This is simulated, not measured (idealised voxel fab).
Process module under the name voxel plated lines
Square cells of 5 nm make up the cross-section cut, whose width is 185 nm.
A cross-section is written here as square cells arranged in a grid, and it is given in bands from the top down, each band taking up one or more rows of cells.
Band: top height; bottom height; in nm. Then, left to right: material with width in nm, for each material. "all across": a single material spanning edge to edge. "air": empty space.
Heights are expressed relative to 0, this being the level below which the as-received wafer comprises one material exclusively. The lowest band is unbounded in the downward direction and is denoted as in "0..down".
Graded width ("30 to 40"): value in top row of band = first number; value in bottom row = second number; row-to-row change constant.
Any step labelled "everything unchanged" changed none of the cells in the cross-section.
"Voids lacking openings": empty spaces of 8 cells or more with no open way to the top, each given as width x height at distance, distance from the left edge, all in nm.
Heads up: the bit after the settings on a step's line is the simulator's remark on that step.
On any step carrying a mask, the "overlay nm" setting, if present on the step's line, tells how far right of its planned place the mask lay; negative values point to the left.
Listed below are the process steps as planned:
1) op RECEIVE | material Si
2) op CONFORMAL_DEP | material Al2O3 | thk nm 5
3) op DIRECTIONAL_DEP | material TiN | thk nm 5
4) op PATTERN | tone open | mask id LINES | material resist | width nm 20 | pitch nm 40 | thk nm 20 | overlay nm 0
5) op EPI | material Ru | thk nm 10
6) op STRIP | etch materials resist
7) op DIRECTIONAL_ETCH | etch materials TiN | depth nm 5
8) op CONFORMAL_DEP | material SiN | thk nm 5
As received, after step 1:
- 0..down  Si all across
- Voids lacking openings: none
Sectioned view, first of two wafers, at the close of the module, processed as intended in the plan:
- 25..20  55 of air, 30 of SiN, 10 of air, 30 of SiN, 60 of air
- 20..10  55 of air, 5 of SiN, 20 of Ru, 5 of SiN, 10 of air, 5 of SiN, 20 of Ru, 5 of SiN, 60 of air
- 10..5  60 of SiN, 20 of TiN, 20 of SiN, 20 of TiN, 65 of SiN
- 5..0  Al2O3 all across
- 0..down  Si all across
- Voids lacking openings: none
Same start, same plan as the first wafer - but one mistake in the run. Cross-section of the second of the two at the end of the module:
- 35..30  55 of air, 30 of SiN, 10 of air, 30 of SiN, 60 of air
- 30..20  55 of air, 5 of SiN, 20 of Ru, 5 of SiN, 10 of air, 5 of SiN, 20 of Ru, 5 of SiN, 60 of air
- 20..15  60 of SiN, 20 of TiN, 20 of SiN, 20 of TiN, 65 of SiN
- 15..0  Al2O3 all across
- 0..down  Si all across
- Voids lacking openings: none
Run error: rather than as planned, step 2 actually ran as op CONFORMAL_DEP | material Al2O3 | thk nm 15
The closing comparison, in cells, has the second wafer with more or fewer of some materials than the first: 74 more of Al2O3
